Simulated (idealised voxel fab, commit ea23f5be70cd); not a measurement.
process module | voxel self aligned vias
cross-section cut | 235 nm wide | cells 5 nm
A cross-section is a grid of square cells, given in bands from the top down. A band is one or more rows of cells.
Each band's line starts with the height of the band's top and of its bottom, in nm. Then come its materials from left to right, each with its width in nm. One material with "throughout" fills the band from edge to edge. "air" is empty space.
Height 0 is the level under which the wafer as received is all one material. The lowest band goes on downwards, as in "0 down".
A width such as "30 to 40" changes by the same amount from each row of cells to the next, from the band's top row to its bottom row.
"no change" after a step means that no cell of the cross-section changed.
closed voids: empty space of 8 cells or more with no open way to the top, each as width x height at its distance from the left edge, in nm
after a step's settings: what the simulator itself notes on the step
overlay nm, on a step with a mask: how far to the right of its planned place the mask lay; to the left if negative
plan
1 op RECEIVE | material Si
2 op CONFORMAL_DEP | material SiO2 | thk nm 15
3 op CONFORMAL_DEP | material SiCN | thk nm 5
4 op DIRECTIONAL_DEP | material SiO2 | thk nm 30
5 op MASKED_ETCH | tone open | mask id LINES | width nm 30 | pitch nm 65 | etch materials SiO2 | depth nm 30 | overlay nm 0
6 op CONFORMAL_DEP | material TiN | thk nm 5
7 op FILL_DEP | material Ru | thk nm 10
8 op CMP | height nm 50
9 op SELECTIVE_ETCH | etch materials W Ru TiN | depth nm 5
10 op FILL_DEP | material SiN | thk nm 5
11 op CMP | height nm 50
12 op DIRECTIONAL_DEP | material SiO2 | thk nm 20
13 op DIRECTIONAL_DEP | material aC | thk nm 10
14 op PATTERN | tone open | mask id VIAS | material resist | width nm 40 | pitch nm 65 | thk nm 25 | overlay nm 0
15 op DIRECTIONAL_ETCH | etch materials aC | depth nm 10
16 op STRIP | etch materials resist
17 op DIRECTIONAL_ETCH | etch materials SiO2 | depth nm 20
18 op DIRECTIONAL_ETCH | etch materials SiN | depth nm 5
19 op STRIP | etch materials aC
20 op CONFORMAL_DEP | material TiN | thk nm 5
21 op FILL_DEP | material W | thk nm 5
22 op CMP | height nm 70
23 op CONFORMAL_DEP | material SiN | thk nm 5
as received, after step 1
  0 down: Si throughout
  closed voids: none
first wafer at the end, as planned
  75 to 70: SiN throughout
  70 to 55: SiO2 65 | TiN 5 | W 30 | TiN 5 | SiO2 25 | TiN 5 | W 30 | TiN 5 | SiO2 65
  55 to 50: SiO2 65 | TiN 10 | W 20 | TiN 10 | SiO2 25 | TiN 10 | W 20 | TiN 10 | SiO2 65
  50 to 45: SiO2 70 | TiN 30 | SiO2 35 | TiN 30 | SiO2 70
  45 to 25: SiO2 70 | TiN 5 | Ru 20 | TiN 5 | SiO2 35 | TiN 5 | Ru 20 | TiN 5 | SiO2 70
  25 to 20: SiO2 70 | TiN 30 | SiO2 35 | TiN 30 | SiO2 70
  20 to 15: SiCN throughout
  15 to 0: SiO2 throughout
  0 down: Si throughout
  closed voids: none
second wafer at the end: like start, like plan, one mistake
  75 to 70: SiN throughout
  70 to 55: SiO2 65 | TiN 5 | W 30 | TiN 5 | SiO2 25 | TiN 5 | W 30 | TiN 5 | SiO2 65
  55 to 50: SiO2 65 | TiN 10 | W 20 | TiN 10 | SiO2 25 | TiN 10 | W 20 | TiN 10 | SiO2 65
  50 to 45: SiO2 70 | TiN 30 | SiO2 35 | TiN 30 | SiO2 70
  45 to 25: SiO2 70 | TiN 5 | Ru 20 | TiN 5 | SiO2 35 | TiN 5 | Ru 20 | TiN 5 | SiO2 70
  25 to 20: SiO2 70 | TiN 30 | SiO2 35 | TiN 30 | SiO2 70
  20 to 5: SiO2 throughout
  5 to 0: SiCN throughout
  0 down: Si throughout
  closed voids: none
what went wrong: steps 2 and 3 were swapped
at the end the second wafer has, in cells: as many of each material as the first, in other places
